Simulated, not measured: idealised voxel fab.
Process module name: voxel spacer lines
Square cell edge 5 nm, section width 240 nm, ID cut.
When this document writes out a cross-section, it uses a grid of square cells and lists it as bands, beginning at the top and moving down, with a band standing for one or more rows of cells.
First you get the band's top height and its bottom height, in nm, and then the materials it's made of, left to right, with each width in nm. If you see a single material with "all across", that one covers the band edge to edge. "blank" is empty space.
Basically, 0 is our baseline, since under it the wafer straight out of the box is all one material. The bottom band has no lower end and keeps on going down, so it looks like "0 down".
Width: "30..40" (first number = top row, second number = bottom row, same change from row to row of cells).
The cross-section has no changed cell in any step marked "changes: none".
Empty spaces counting at least 8 cells and having no open way to the top are listed in "Fully sealed cavities". The notation width x height at distance is used for each, the distance being from the left edge and all three values in nm.
Heads up: the bit after the settings on a step's line is the simulator's remark on that step.
The line of a step may include "overlay nm". On a step with a mask, this value is how far to the right of its planned place the mask lay. A negative value means the mask lay to the left.
Intended process steps:
| 1 | RECEIVE | material Si |
| 2 | CONFORMAL_DEP | material SiO2 | thk nm 5 |
| 3 | DIRECTIONAL_DEP | material TiN | thk nm 20 |
| 4 | DIRECTIONAL_DEP | material aC | thk nm 20 |
| 5 | PATTERN | tone cover | mask id MANDREL | material resist | width nm 20 | pitch nm 70 | thk nm 30 | overlay nm 0 |
| 6 | DIRECTIONAL_ETCH | etch materials aC | depth nm 20 |
| 7 | STRIP | etch materials resist |
| 8 | CONFORMAL_DEP | material SiN | thk nm 15 |
| 9 | DIRECTIONAL_ETCH | etch materials SiN | depth nm 15 |
| 10 | STRIP | etch materials aC |
| 11 | DIRECTIONAL_ETCH | etch materials TiN | depth nm 20 |
| 12 | STRIP | etch materials SiN |
| 13 | FILL_DEP | material SiO2 | thk nm 5 |
| 14 | CMP | height nm 25 |
Cross-section of the incoming wafer, state after step 1:
    0 down  Si all across
    Fully sealed cavities: none
The following cross-section depicts the wafer upon conclusion of the module. Processing commenced from the starting condition illustrated above and adhered to the plan illustrated above, save for one mistake in execution:
    25 to 5  SiO2 50; TiN 15; SiO2 20; TiN 15; SiO2 20; TiN 15; SiO2 20; TiN 15; SiO2 70
    5 to 0  SiO2 all across
    0 down  Si all across
    Fully sealed cavities: none
Heads up, the wafer didn't run the way we planned it: it should be noted that step 5 was executed with settings other than those planned, the operation and settings actually applied being PATTERN | tone cover | mask id MANDREL | material resist | width nm 20 | pitch nm 70 | thk nm 30 | overlay nm -10
